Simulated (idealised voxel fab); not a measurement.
This section sets out a process module, namely voxel transistor to metal.
The width of the displayed cross-section, cut, is 170 nm; its cells are square, with a size of 5 nm.
If you're reading a cross-section in this doc, picture square cells in a grid; it comes to you as bands, top ones listed first down to the bottom, and a band can be one or more rows of cells. The band entry comprises the height of the band's top followed by the height of its bottom, expressed in nm, and subsequently the band's materials from left to right, each stated together with its width in nm. Where a single material is marked with the word "throughout", that material fills the band from edge to edge. The word "empty" represents empty space. Counting heights begins at 0, where everything beneath is, in the wafer as received, one material. The lowest band has no bottom; it goes on downwards, as "0 nm and below" shows. Per-row width for "30..40": begins at first number (top row of band), ends at second number (bottom row), increment between rows held constant. "remained the same" after a step means that no cell of the cross-section changed. Voids not open to the top, 8 cells minimum: see "Sealed void list". Written width x height at distance; distance is from the left edge; nm. Whatever follows a step's settings on its line is a remark the simulator itself makes about that step. The setting "overlay nm" may be written on the line of a step. When the step uses a mask, the value reports how far to the right of the planned place the mask lay, and a negative value reports that it lay to the left.
-- plan
1: RECEIVE | material Si
2: CONFORMAL_DEP | material SiO2 | thk nm 5
3: CONFORMAL_DEP | material SiN | thk nm 15
4: MASKED_ETCH | tone cover | mask id ACTIVE | width nm 95 | etch materials SiN | depth nm 15 | overlay nm 0
5: MASKED_ETCH | tone cover | mask id ACTIVE | width nm 95 | etch materials SiO2 | depth nm 5 | overlay nm 0
6: MASKED_ETCH | tone cover | mask id ACTIVE | width nm 95 | etch materials Si | depth nm 20 | overlay nm 0
7: OXIDIZE | depth nm 5
8: FILL_DEP | material SiO2 | thk nm 15
9: CMP | height nm 20
10: SELECTIVE_ETCH | etch materials SiO2 | depth nm 10
11: STRIP | etch materials SiN
12: SELECTIVE_ETCH | etch materials SiO2 | depth nm 5
13: OXIDIZE | depth nm 5
14: DIRECTIONAL_DEP | material polySi | thk nm 30
15: DIRECTIONAL_DEP | material SiCN | thk nm 10
16: PATTERN | tone cover | mask id GATE | material resist | width nm 15 | thk nm 20 | overlay nm 0
17: DIRECTIONAL_ETCH | etch materials SiCN | depth nm 20
18: DIRECTIONAL_ETCH | etch materials polySi | depth nm 40
19: STRIP | etch materials resist
20: CONFORMAL_DEP | material SiN | thk nm 10
21: DIRECTIONAL_ETCH | etch materials SiN | depth nm 10
22: DIRECTIONAL_ETCH | etch materials SiO2 | depth nm 5
23: DIRECTIONAL_ETCH | etch materials Si | depth nm 5
24: EPI | material pSi | thk nm 10
25: FILL_DEP | material SiO2 | thk nm 5
26: CMP | height nm 40
27: DIRECTIONAL_DEP | material SiO2 | thk nm 15
28: MASKED_ETCH | tone open | mask id CONTACT | width nm 15 | pitch nm 60 | etch materials SiO2 | depth nm 55 | overlay nm 0
29: CONFORMAL_DEP | material TiN | thk nm 5
30: FILL_DEP | material Ru | thk nm 10
31: CMP | height nm 55
32: CONFORMAL_DEP | material SiN | thk nm 5
33: DIRECTIONAL_DEP | material SiO2 | thk nm 25
34: PATTERN | tone open | mask id METAL_1 | material resist | width nm 15 | pitch nm 60 | thk nm 15 | overlay nm 0
35: DIRECTIONAL_ETCH | etch materials SiO2 | depth nm 25
36: DIRECTIONAL_ETCH | etch materials SiN | depth nm 5
37: STRIP | etch materials resist
38: CONFORMAL_DEP | material TiN | thk nm 5
39: FILL_DEP | material Cu | thk nm 5
40: CMP | height nm 85
41: CONFORMAL_DEP | material SiCN | thk nm 5
-- First of two wafers - as planned
-- The cross-section here shows the wafer as received, i.e. in its state after step 1
- 0 nm and below: Si throughout
- Sealed void list: none
-- How the wafer stands in section after step 2
- 5 nm to 0 nm: SiO2 throughout
- Unchanged below 0.
-- How the wafer stands in section after step 3
- 20 nm to 5 nm: SiN throughout
- Unchanged below 5.
-- How the wafer stands in section after step 4
- 20 nm to 5 nm: empty 35 nm, SiN 95 nm, empty 40 nm
- Unchanged below 5.
-- How the wafer stands in section after step 5
- 20 nm to 5 nm: empty 35 nm, SiN 95 nm, empty 40 nm
- 5 nm to 0 nm: empty 35 nm, SiO2 95 nm, empty 40 nm
- Unchanged below 0.
-- How the wafer stands in section after step 6
- 20 nm to 5 nm: empty 35 nm, SiN 95 nm, empty 40 nm
- 5 nm to 0 nm: empty 35 nm, SiO2 95 nm, empty 40 nm
- 0 nm to -20 nm: empty 35 nm, Si 95 nm, empty 40 nm
- Unchanged below -20.
-- How the wafer stands in section after step 7
- 20 nm to 5 nm: empty 35 nm, SiN 95 nm, empty 40 nm
- 5 nm to 0 nm: empty 35 nm, SiO2 95 nm, empty 40 nm
- 0 nm to -20 nm: empty 35 nm, SiO2 5 nm, Si 85 nm, SiO2 5 nm, empty 40 nm
- -20 nm to -25 nm: SiO2 40 nm, Si 85 nm, SiO2 45 nm
- Unchanged below -25.
-- How the wafer stands in section after step 8
- 35 nm to 20 nm: SiO2 throughout
- 20 nm to 5 nm: SiO2 35 nm, SiN 95 nm, SiO2 40 nm
- 5 nm to 0 nm: SiO2 throughout
- 0 nm to -25 nm: SiO2 40 nm, Si 85 nm, SiO2 45 nm
- Unchanged below -25.
-- How the wafer stands in section after step 9
- 20 nm to 5 nm: SiO2 35 nm, SiN 95 nm, SiO2 40 nm
- Unchanged below 5.
-- How the wafer stands in section after step 10
- 20 nm to 10 nm: empty 35 nm, SiN 95 nm, empty 40 nm
- Unchanged below 10.
-- How the wafer stands in section after step 11
- 10 nm to 5 nm: SiO2 35 nm, empty 95 nm, SiO2 40 nm
- Unchanged below 5.
-- How the wafer stands in section after step 12
- 5 nm to 0 nm: SiO2 30 nm, empty 105 nm, SiO2 35 nm
- Unchanged below 0.
-- How the wafer stands in section after step 13
- 5 nm to 0 nm: SiO2 30 nm, empty 105 nm, SiO2 35 nm
- 0 nm to -5 nm: SiO2 throughout
- Unchanged below -5.
-- How the wafer stands in section after step 14
- 35 nm to 30 nm: polySi 30 nm, empty 105 nm, polySi 35 nm
- 30 nm to 5 nm: polySi throughout
- 5 nm to 0 nm: SiO2 30 nm, polySi 105 nm, SiO2 35 nm
- Unchanged below 0.
-- How the wafer stands in section after step 15
- 45 nm to 40 nm: SiCN 30 nm, empty 105 nm, SiCN 35 nm
- 40 nm to 35 nm: SiCN throughout
- 35 nm to 30 nm: polySi 30 nm, SiCN 105 nm, polySi 35 nm
- Unchanged below 30.
-- How the wafer stands in section after step 16
- 65 nm to 45 nm: empty 75 nm, resist 15 nm, empty 80 nm
- 45 nm to 40 nm: SiCN 30 nm, empty 45 nm, resist 15 nm, empty 45 nm, SiCN 35 nm
- Unchanged below 40.
-- How the wafer stands in section after step 17
- 65 nm to 40 nm: empty 75 nm, resist 15 nm, empty 80 nm
- 40 nm to 35 nm: empty 75 nm, SiCN 15 nm, empty 80 nm
- 35 nm to 30 nm: polySi 30 nm, empty 45 nm, SiCN 15 nm, empty 45 nm, polySi 35 nm
- Unchanged below 30.
-- How the wafer stands in section after step 18
- 65 nm to 40 nm: empty 75 nm, resist 15 nm, empty 80 nm
- 40 nm to 30 nm: empty 75 nm, SiCN 15 nm, empty 80 nm
- 30 nm to 5 nm: empty 75 nm, polySi 15 nm, empty 80 nm
- 5 nm to 0 nm: SiO2 30 nm, empty 45 nm, polySi 15 nm, empty 45 nm, SiO2 35 nm
- Unchanged below 0.
-- How the wafer stands in section after step 19
- 40 nm to 30 nm: empty 75 nm, SiCN 15 nm, empty 80 nm
- Unchanged below 30.
-- How the wafer stands in section after step 20
- 50 nm to 40 nm: empty 65 nm, SiN 35 nm, empty 70 nm
- 40 nm to 30 nm: empty 65 nm, SiN 10 nm, SiCN 15 nm, SiN 10 nm, empty 70 nm
- 30 nm to 15 nm: empty 65 nm, SiN 10 nm, polySi 15 nm, SiN 10 nm, empty 70 nm
- 15 nm to 10 nm: SiN 40 nm, empty 25 nm, SiN 10 nm, polySi 15 nm, SiN 10 nm, empty 25 nm, SiN 45 nm
- 10 nm to 5 nm: SiN 75 nm, polySi 15 nm, SiN 80 nm
- 5 nm to 0 nm: SiO2 30 nm, SiN 45 nm, polySi 15 nm, SiN 45 nm, SiO2 35 nm
- Unchanged below 0.
-- How the wafer stands in section after step 21
- 40 nm to 30 nm: empty 65 nm, SiN 10 nm, SiCN 15 nm, SiN 10 nm, empty 70 nm
- 30 nm to 5 nm: empty 65 nm, SiN 10 nm, polySi 15 nm, SiN 10 nm, empty 70 nm
- 5 nm to 0 nm: SiO2 30 nm, SiN 10 nm, empty 25 nm, SiN 10 nm, polySi 15 nm, SiN 10 nm, empty 25 nm, SiN 10 nm, SiO2 35 nm
- Unchanged below 0.
-- How the wafer stands in section after step 22
- 40 nm to 30 nm: empty 65 nm, SiN 10 nm, SiCN 15 nm, SiN 10 nm, empty 70 nm
- 30 nm to 5 nm: empty 65 nm, SiN 10 nm, polySi 15 nm, SiN 10 nm, empty 70 nm
- 5 nm to 0 nm: empty 30 nm, SiN 10 nm, empty 25 nm, SiN 10 nm, polySi 15 nm, SiN 10 nm, empty 25 nm, SiN 10 nm, empty 35 nm
- 0 nm to -5 nm: SiO2 40 nm, empty 25 nm, SiO2 35 nm, empty 25 nm, SiO2 45 nm
- Unchanged below -5.
-- How the wafer stands in section after step 23
- 40 nm to 30 nm: empty 65 nm, SiN 10 nm, SiCN 15 nm, SiN 10 nm, empty 70 nm
- 30 nm to 5 nm: empty 65 nm, SiN 10 nm, polySi 15 nm, SiN 10 nm, empty 70 nm
- 5 nm to 0 nm: empty 30 nm, SiN 10 nm, empty 25 nm, SiN 10 nm, polySi 15 nm, SiN 10 nm, empty 25 nm, SiN 10 nm, empty 35 nm
- 0 nm to -5 nm: SiO2 40 nm, empty 25 nm, SiO2 35 nm, empty 25 nm, SiO2 45 nm
- -5 nm to -10 nm: SiO2 40 nm, empty 25 nm, Si 35 nm, empty 25 nm, SiO2 45 nm
- Unchanged below -10.
-- How the wafer stands in section after step 24
- 40 nm to 30 nm: empty 65 nm, SiN 10 nm, SiCN 15 nm, SiN 10 nm, empty 70 nm
- 30 nm to 5 nm: empty 65 nm, SiN 10 nm, polySi 15 nm, SiN 10 nm, empty 70 nm
- 5 nm to 0 nm: empty 30 nm, SiN 10 nm, empty 15 nm, pSi 10 nm, SiN 10 nm, polySi 15 nm, SiN 10 nm, pSi 10 nm, empty 15 nm, SiN 10 nm, empty 35 nm
- 0 nm to -5 nm: SiO2 40 nm, pSi 25 nm, SiO2 35 nm, pSi 25 nm, SiO2 45 nm
- -5 nm to -10 nm: SiO2 40 nm, pSi 25 nm, Si 35 nm, pSi 25 nm, SiO2 45 nm
- Unchanged below -10.
-- How the wafer stands in section after step 25
- 45 nm to 40 nm: SiO2 throughout
- 40 nm to 30 nm: SiO2 65 nm, SiN 10 nm, SiCN 15 nm, SiN 10 nm, SiO2 70 nm
- 30 nm to 5 nm: SiO2 65 nm, SiN 10 nm, polySi 15 nm, SiN 10 nm, SiO2 70 nm
- 5 nm to 0 nm: SiO2 30 nm, SiN 10 nm, SiO2 15 nm, pSi 10 nm, SiN 10 nm, polySi 15 nm, SiN 10 nm, pSi 10 nm, SiO2 15 nm, SiN 10 nm, SiO2 35 nm
- Unchanged below 0.
-- How the wafer stands in section after step 26
- 40 nm to 30 nm: SiO2 65 nm, SiN 10 nm, SiCN 15 nm, SiN 10 nm, SiO2 70 nm
- Unchanged below 30.
-- How the wafer stands in section after step 27
- 55 nm to 40 nm: SiO2 throughout
- Unchanged below 40.
-- How the wafer stands in section after step 28
- 55 nm to 40 nm: SiO2 45 nm, empty 15 nm, SiO2 45 nm, empty 15 nm, SiO2 50 nm
- 40 nm to 30 nm: SiO2 45 nm, empty 15 nm, SiO2 5 nm, SiN 10 nm, SiCN 15 nm, SiN 10 nm, SiO2 5 nm, empty 15 nm, SiO2 50 nm
- 30 nm to 5 nm: SiO2 45 nm, empty 15 nm, SiO2 5 nm, SiN 10 nm, polySi 15 nm, SiN 10 nm, SiO2 5 nm, empty 15 nm, SiO2 50 nm
- 5 nm to 0 nm: SiO2 30 nm, SiN 10 nm, SiO2 5 nm, empty 10 nm, pSi 10 nm, SiN 10 nm, polySi 15 nm, SiN 10 nm, pSi 10 nm, empty 10 nm, SiO2 5 nm, SiN 10 nm, SiO2 35 nm
- Unchanged below 0.
-- How the wafer stands in section after step 29
- 60 nm to 55 nm: TiN 50 nm, empty 5 nm, TiN 55 nm, empty 5 nm, TiN 55 nm
- 55 nm to 40 nm: SiO2 45 nm, TiN 5 nm, empty 5 nm, TiN 5 nm, SiO2 45 nm, TiN 5 nm, empty 5 nm, TiN 5 nm, SiO2 50 nm
- 40 nm to 30 nm: SiO2 45 nm, TiN 5 nm, empty 5 nm, TiN 5 nm, SiO2 5 nm, SiN 10 nm, SiCN 15 nm, SiN 10 nm, SiO2 5 nm, TiN 5 nm, empty 5 nm, TiN 5 nm, SiO2 50 nm
- 30 nm to 10 nm: SiO2 45 nm, TiN 5 nm, empty 5 nm, TiN 5 nm, SiO2 5 nm, SiN 10 nm, polySi 15 nm, SiN 10 nm, SiO2 5 nm, TiN 5 nm, empty 5 nm, TiN 5 nm, SiO2 50 nm
- 10 nm to 5 nm: SiO2 45 nm, TiN 15 nm, SiO2 5 nm, SiN 10 nm, polySi 15 nm, SiN 10 nm, SiO2 5 nm, TiN 15 nm, SiO2 50 nm
- 5 nm to 0 nm: SiO2 30 nm, SiN 10 nm, SiO2 5 nm, TiN 10 nm, pSi 10 nm, SiN 10 nm, polySi 15 nm, SiN 10 nm, pSi 10 nm, TiN 10 nm, SiO2 5 nm, SiN 10 nm, SiO2 35 nm
- Unchanged below 0.
-- How the wafer stands in section after step 30
- 70 nm to 60 nm: Ru throughout
- 60 nm to 55 nm: TiN 50 nm, Ru 5 nm, TiN 55 nm, Ru 5 nm, TiN 55 nm
- 55 nm to 40 nm: SiO2 45 nm, TiN 5 nm, Ru 5 nm, TiN 5 nm, SiO2 45 nm, TiN 5 nm, Ru 5 nm, TiN 5 nm, SiO2 50 nm
- 40 nm to 30 nm: SiO2 45 nm, TiN 5 nm, Ru 5 nm, TiN 5 nm, SiO2 5 nm, SiN 10 nm, SiCN 15 nm, SiN 10 nm, SiO2 5 nm, TiN 5 nm, Ru 5 nm, TiN 5 nm, SiO2 50 nm
- 30 nm to 10 nm: SiO2 45 nm, TiN 5 nm, Ru 5 nm, TiN 5 nm, SiO2 5 nm, SiN 10 nm, polySi 15 nm, SiN 10 nm, SiO2 5 nm, TiN 5 nm, Ru 5 nm, TiN 5 nm, SiO2 50 nm
- Unchanged below 10.
-- How the wafer stands in section after step 31
- 55 nm to 40 nm: SiO2 45 nm, TiN 5 nm, Ru 5 nm, TiN 5 nm, SiO2 45 nm, TiN 5 nm, Ru 5 nm, TiN 5 nm, SiO2 50 nm
- Unchanged below 40.
-- How the wafer stands in section after step 32
- 60 nm to 55 nm: SiN throughout
- Unchanged below 55.
-- How the wafer stands in section after step 33
- 85 nm to 60 nm: SiO2 throughout
- Unchanged below 60.
-- How the wafer stands in section after step 34
- 100 nm to 85 nm: resist 45 nm, empty 15 nm, resist 45 nm, empty 15 nm, resist 50 nm
- Unchanged below 85.
-- How the wafer stands in section after step 35
- 100 nm to 85 nm: resist 45 nm, empty 15 nm, resist 45 nm, empty 15 nm, resist 50 nm
- 85 nm to 60 nm: SiO2 45 nm, empty 15 nm, SiO2 45 nm, empty 15 nm, SiO2 50 nm
- Unchanged below 60.
-- How the wafer stands in section after step 36
- 100 nm to 85 nm: resist 45 nm, empty 15 nm, resist 45 nm, empty 15 nm, resist 50 nm
- 85 nm to 60 nm: SiO2 45 nm, empty 15 nm, SiO2 45 nm, empty 15 nm, SiO2 50 nm
- 60 nm to 55 nm: SiN 45 nm, empty 15 nm, SiN 45 nm, empty 15 nm, SiN 50 nm
- Unchanged below 55.
-- How the wafer stands in section after step 37
- 85 nm to 60 nm: SiO2 45 nm, empty 15 nm, SiO2 45 nm, empty 15 nm, SiO2 50 nm
- Unchanged below 60.
-- How the wafer stands in section after step 38
- 90 nm to 85 nm: TiN 50 nm, empty 5 nm, TiN 55 nm, empty 5 nm, TiN 55 nm
- 85 nm to 60 nm: SiO2 45 nm, TiN 5 nm, empty 5 nm, TiN 5 nm, SiO2 45 nm, TiN 5 nm, empty 5 nm, TiN 5 nm, SiO2 50 nm
- 60 nm to 55 nm: SiN 45 nm, TiN 15 nm, SiN 45 nm, TiN 15 nm, SiN 50 nm
- Unchanged below 55.
-- How the wafer stands in section after step 39
- 95 nm to 90 nm: Cu throughout
- 90 nm to 85 nm: TiN 50 nm, Cu 5 nm, TiN 55 nm, Cu 5 nm, TiN 55 nm
- 85 nm to 60 nm: SiO2 45 nm, TiN 5 nm, Cu 5 nm, TiN 5 nm, SiO2 45 nm, TiN 5 nm, Cu 5 nm, TiN 5 nm, SiO2 50 nm
- Unchanged below 60.
-- How the wafer stands in section after step 40
- 85 nm to 60 nm: SiO2 45 nm, TiN 5 nm, Cu 5 nm, TiN 5 nm, SiO2 45 nm, TiN 5 nm, Cu 5 nm, TiN 5 nm, SiO2 50 nm
- Unchanged below 60.
-- How the wafer stands in section after step 41
- 90 nm to 85 nm: SiCN throughout
- Unchanged below 85.
-- The remaining wafer, second of the two, started like the first and was run to the same plan, except that one mistake was made along the way; the two coincide through step 27, inclusive
-- Look at the second wafer in cross-section at the time step 28 ought to have finished
- 55 nm to 40 nm: SiO2 40 nm, empty 25 nm, SiO2 35 nm, empty 25 nm, SiO2 45 nm
- 40 nm to 30 nm: SiO2 40 nm, empty 25 nm, SiN 10 nm, SiCN 15 nm, SiN 10 nm, empty 25 nm, SiO2 45 nm
- 30 nm to 5 nm: SiO2 40 nm, empty 25 nm, SiN 10 nm, polySi 15 nm, SiN 10 nm, empty 25 nm, SiO2 45 nm
- 5 nm to 0 nm: SiO2 30 nm, SiN 10 nm, empty 15 nm, pSi 10 nm, SiN 10 nm, polySi 15 nm, SiN 10 nm, pSi 10 nm, empty 15 nm, SiN 10 nm, SiO2 35 nm
- Unchanged below 0.
-- Look at the second wafer in cross-section at the time step 29 ought to have finished
- 60 nm to 55 nm: TiN 45 nm, empty 15 nm, TiN 45 nm, empty 15 nm, TiN 50 nm
- 55 nm to 40 nm: SiO2 40 nm, TiN 5 nm, empty 15 nm, TiN 5 nm, SiO2 35 nm, TiN 5 nm, empty 15 nm, TiN 5 nm, SiO2 45 nm
- 40 nm to 30 nm: SiO2 40 nm, TiN 5 nm, empty 15 nm, TiN 5 nm, SiN 10 nm, SiCN 15 nm, SiN 10 nm, TiN 5 nm, empty 15 nm, TiN 5 nm, SiO2 45 nm
- 30 nm to 10 nm: SiO2 40 nm, TiN 5 nm, empty 15 nm, TiN 5 nm, SiN 10 nm, polySi 15 nm, SiN 10 nm, TiN 5 nm, empty 15 nm, TiN 5 nm, SiO2 45 nm
- 10 nm to 5 nm: SiO2 40 nm, TiN 5 nm, empty 5 nm, TiN 15 nm, SiN 10 nm, polySi 15 nm, SiN 10 nm, TiN 15 nm, empty 5 nm, TiN 5 nm, SiO2 45 nm
- 5 nm to 0 nm: SiO2 30 nm, SiN 10 nm, TiN 15 nm, pSi 10 nm, SiN 10 nm, polySi 15 nm, SiN 10 nm, pSi 10 nm, TiN 15 nm, SiN 10 nm, SiO2 35 nm
- Unchanged below 0.
-- Look at the second wafer in cross-section at the time step 30 ought to have finished
- 70 nm to 60 nm: Ru throughout
- 60 nm to 55 nm: TiN 45 nm, Ru 15 nm, TiN 45 nm, Ru 15 nm, TiN 50 nm
- 55 nm to 40 nm: SiO2 40 nm, TiN 5 nm, Ru 15 nm, TiN 5 nm, SiO2 35 nm, TiN 5 nm, Ru 15 nm, TiN 5 nm, SiO2 45 nm
- 40 nm to 30 nm: SiO2 40 nm, TiN 5 nm, Ru 15 nm, TiN 5 nm, SiN 10 nm, SiCN 15 nm, SiN 10 nm, TiN 5 nm, Ru 15 nm, TiN 5 nm, SiO2 45 nm
- 30 nm to 10 nm: SiO2 40 nm, TiN 5 nm, Ru 15 nm, TiN 5 nm, SiN 10 nm, polySi 15 nm, SiN 10 nm, TiN 5 nm, Ru 15 nm, TiN 5 nm, SiO2 45 nm
- 10 nm to 5 nm: SiO2 40 nm, TiN 5 nm, Ru 5 nm, TiN 15 nm, SiN 10 nm, polySi 15 nm, SiN 10 nm, TiN 15 nm, Ru 5 nm, TiN 5 nm, SiO2 45 nm
- Unchanged below 5.
-- Look at the second wafer in cross-section at the time step 31 ought to have finished
- 55 nm to 40 nm: SiO2 40 nm, TiN 5 nm, Ru 15 nm, TiN 5 nm, SiO2 35 nm, TiN 5 nm, Ru 15 nm, TiN 5 nm, SiO2 45 nm
- Unchanged below 40.
-- Look at the second wafer in cross-section at the time step 32 ought to have finished
- 60 nm to 55 nm: SiN throughout
- Unchanged below 55.
-- Look at the second wafer in cross-section at the time step 33 ought to have finished
- 85 nm to 60 nm: SiO2 throughout
- Unchanged below 60.
-- Look at the second wafer in cross-section at the time step 34 ought to have finished
- 100 nm to 85 nm: resist 45 nm, empty 15 nm, resist 45 nm, empty 15 nm, resist 50 nm
- Unchanged below 85.
-- Look at the second wafer in cross-section at the time step 35 ought to have finished
- 100 nm to 85 nm: resist 45 nm, empty 15 nm, resist 45 nm, empty 15 nm, resist 50 nm
- 85 nm to 60 nm: SiO2 45 nm, empty 15 nm, SiO2 45 nm, empty 15 nm, SiO2 50 nm
- Unchanged below 60.
-- Look at the second wafer in cross-section at the time step 36 ought to have finished
- 100 nm to 85 nm: resist 45 nm, empty 15 nm, resist 45 nm, empty 15 nm, resist 50 nm
- 85 nm to 60 nm: SiO2 45 nm, empty 15 nm, SiO2 45 nm, empty 15 nm, SiO2 50 nm
- 60 nm to 55 nm: SiN 45 nm, empty 15 nm, SiN 45 nm, empty 15 nm, SiN 50 nm
- Unchanged below 55.
-- Look at the second wafer in cross-section at the time step 37 ought to have finished
- 85 nm to 60 nm: SiO2 45 nm, empty 15 nm, SiO2 45 nm, empty 15 nm, SiO2 50 nm
- Unchanged below 60.
-- Look at the second wafer in cross-section at the time step 38 ought to have finished
- 90 nm to 85 nm: TiN 50 nm, empty 5 nm, TiN 55 nm, empty 5 nm, TiN 55 nm
- 85 nm to 60 nm: SiO2 45 nm, TiN 5 nm, empty 5 nm, TiN 5 nm, SiO2 45 nm, TiN 5 nm, empty 5 nm, TiN 5 nm, SiO2 50 nm
- 60 nm to 55 nm: SiN 45 nm, TiN 15 nm, SiN 45 nm, TiN 15 nm, SiN 50 nm
- Unchanged below 55.
-- Look at the second wafer in cross-section at the time step 39 ought to have finished
- 95 nm to 90 nm: Cu throughout
- 90 nm to 85 nm: TiN 50 nm, Cu 5 nm, TiN 55 nm, Cu 5 nm, TiN 55 nm
- 85 nm to 60 nm: SiO2 45 nm, TiN 5 nm, Cu 5 nm, TiN 5 nm, SiO2 45 nm, TiN 5 nm, Cu 5 nm, TiN 5 nm, SiO2 50 nm
- Unchanged below 60.
-- Look at the second wafer in cross-section at the time step 40 ought to have finished
- 85 nm to 60 nm: SiO2 45 nm, TiN 5 nm, Cu 5 nm, TiN 5 nm, SiO2 45 nm, TiN 5 nm, Cu 5 nm, TiN 5 nm, SiO2 50 nm
- Unchanged below 60.
-- Look at the second wafer in cross-section at the time step 41 ought to have finished
- 90 nm to 85 nm: SiCN throughout
- Unchanged below 85.
What was done differently from what was planned? step 28 ran differently from the plan; actual operation with settings: MASKED_ETCH | tone open | mask id CONTACT | width nm 25 | pitch nm 60 | etch materials SiO2 | depth nm 55 | overlay nm 0
At the finish, the second wafer shows more or fewer cells for some materials than the first does: +38 Ru, -42 SiO2, +4 TiN
